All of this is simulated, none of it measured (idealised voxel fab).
process module | voxel wiring stack
cross-section cut | 295 nm wide | cells 5 nm
A cross-section is a grid of square cells, given in bands from the top down. A band is one or more rows of cells.
Each band's line starts with the height of the band's top and of its bottom, in nm. Then come its materials from left to right, each with its width in nm. One material with "throughout" fills the band from edge to edge. "air" is empty space.
Height 0 is the level under which the wafer as received is all one material. The lowest band goes on downwards, as in "0 down".
A width such as "30 to 40" changes by the same amount from each row of cells to the next, from the band's top row to its bottom row.
"no change" after a step means that no cell of the cross-section changed.
closed voids: empty space of 8 cells or more with no open way to the top, each as width x height at its distance from the left edge, in nm
after a step's settings: what the simulator itself notes on the step
overlay nm, on a step with a mask: how far to the right of its planned place the mask lay; to the left if negative
plan
1 op RECEIVE | material Si
2 op CONFORMAL_DEP | material SiO2 | thk nm 10
3 op DIRECTIONAL_DEP | material TiN | thk nm 5
4 op DIRECTIONAL_DEP | material Ru | thk nm 20
5 op MASKED_ETCH | tone cover | mask id METAL_1 | width nm 30 | pitch nm 50 | etch materials Ru | depth nm 20 | overlay nm 0
6 op MASKED_ETCH | tone cover | mask id METAL_1 | width nm 30 | pitch nm 50 | etch materials TiN | depth nm 5 | overlay nm 0
7 op FILL_DEP | material SiO2 | thk nm 5
8 op CMP | height nm 35
9 op CONFORMAL_DEP | material SiCN | thk nm 5
10 op DIRECTIONAL_DEP | material lowk | thk nm 25
11 op MASKED_ETCH | tone open | mask id METAL_2_HOLES | width nm 15 | pitch nm 50 | etch materials lowk | depth nm 25 | overlay nm 0
12 op MASKED_ETCH | tone open | mask id METAL_2 | width nm 30 | pitch nm 50 | etch materials lowk | depth nm 15 | overlay nm 0
13 op MASKED_ETCH | tone open | mask id METAL_2 | width nm 30 | pitch nm 50 | etch materials SiCN | depth nm 5 | overlay nm 0
14 op CONFORMAL_DEP | material TiN | thk nm 5
15 op FILL_DEP | material Ru | thk nm 5
16 op CMP | height nm 55
17 op CONFORMAL_DEP | material SiCN | thk nm 5
18 op DIRECTIONAL_DEP | material SiO2 | thk nm 10
19 op MASKED_ETCH | tone open | mask id PLUG_2 | width nm 15 | pitch nm 100 | etch materials SiO2 | depth nm 10 | overlay nm 0
20 op MASKED_ETCH | tone open | mask id PLUG_2 | width nm 15 | pitch nm 100 | etch materials SiCN | depth nm 5 | overlay nm 0
21 op EPI | material Ru | thk nm 10
22 op EPI | material Ru | thk nm 5
23 op DIRECTIONAL_DEP | material TiN | thk nm 5
24 op DIRECTIONAL_DEP | material W | thk nm 25
25 op MASKED_ETCH | tone cover | mask id METAL_3 | width nm 30 | pitch nm 50 | etch materials W | depth nm 25 | overlay nm 0
26 op MASKED_ETCH | tone cover | mask id METAL_3 | width nm 30 | pitch nm 50 | etch materials TiN | depth nm 5 | overlay nm 0
27 op CONFORMAL_DEP | material SiCN | thk nm 5
28 op FILL_DEP | material lowk | thk nm 5
29 op CMP | height nm 110
30 op CONFORMAL_DEP | material SiCN | thk nm 5
31 op DIRECTIONAL_DEP | material SiO2 | thk nm 25
32 op DIRECTIONAL_DEP | material aC | thk nm 10
33 op PATTERN | tone open | mask id METAL_4 | material resist | width nm 30 | pitch nm 50 | thk nm 25 | overlay nm 0
34 op DIRECTIONAL_ETCH | etch materials aC | depth nm 10
35 op STRIP | etch materials resist
36 op DIRECTIONAL_ETCH | etch materials SiO2 | depth nm 15
37 op STRIP | etch materials aC
38 op MASKED_ETCH | tone open | mask id METAL_4_HOLES | width nm 15 | pitch nm 50 | etch materials SiO2 | depth nm 10 | overlay nm 0
39 op MASKED_ETCH | tone open | mask id METAL_4_HOLES | width nm 15 | pitch nm 50 | etch materials SiCN | depth nm 5 | overlay nm 0
40 op CONFORMAL_DEP | material TiN | thk nm 5
41 op FILL_DEP | material Cu | thk nm 10
42 op CMP | height nm 140
43 op CONFORMAL_DEP | material SiN | thk nm 5
varied across the wafers: height nm of step 16. The plan shows the first wafer's value. All wafers start alike
first wafer as received, after step 1
  0 down: Si throughout
  closed voids: none
each wafer at the end: cells of each material gained (+) or lost (-) since it was received, then its closed voids
height nm 55 | +44 Cu | +126 Ru | +254 SiCN | +59 SiN | +598 SiO2 | +160 TiN | +120 W | +350 lowk | closed voids: none
height nm 60 | +44 Cu | +142 Ru | +254 SiCN | +59 SiN | +598 SiO2 | +168 TiN | +120 W | +326 lowk | closed voids: none
height nm 65 | +44 Cu | +158 Ru | +222 SiCN | +59 SiN | +598 SiO2 | +176 TiN | +120 W | +334 lowk | closed voids: none
height nm 70 | +44 Cu | +174 Ru | +214 SiCN | +59 SiN | +598 SiO2 | +219 TiN | +96 W | +307 lowk | closed voids: none
height nm 75 | +44 Cu | +233 Ru | +206 SiCN | +59 SiN | +598 SiO2 | +219 TiN | +72 W | +280 lowk | closed voids: none
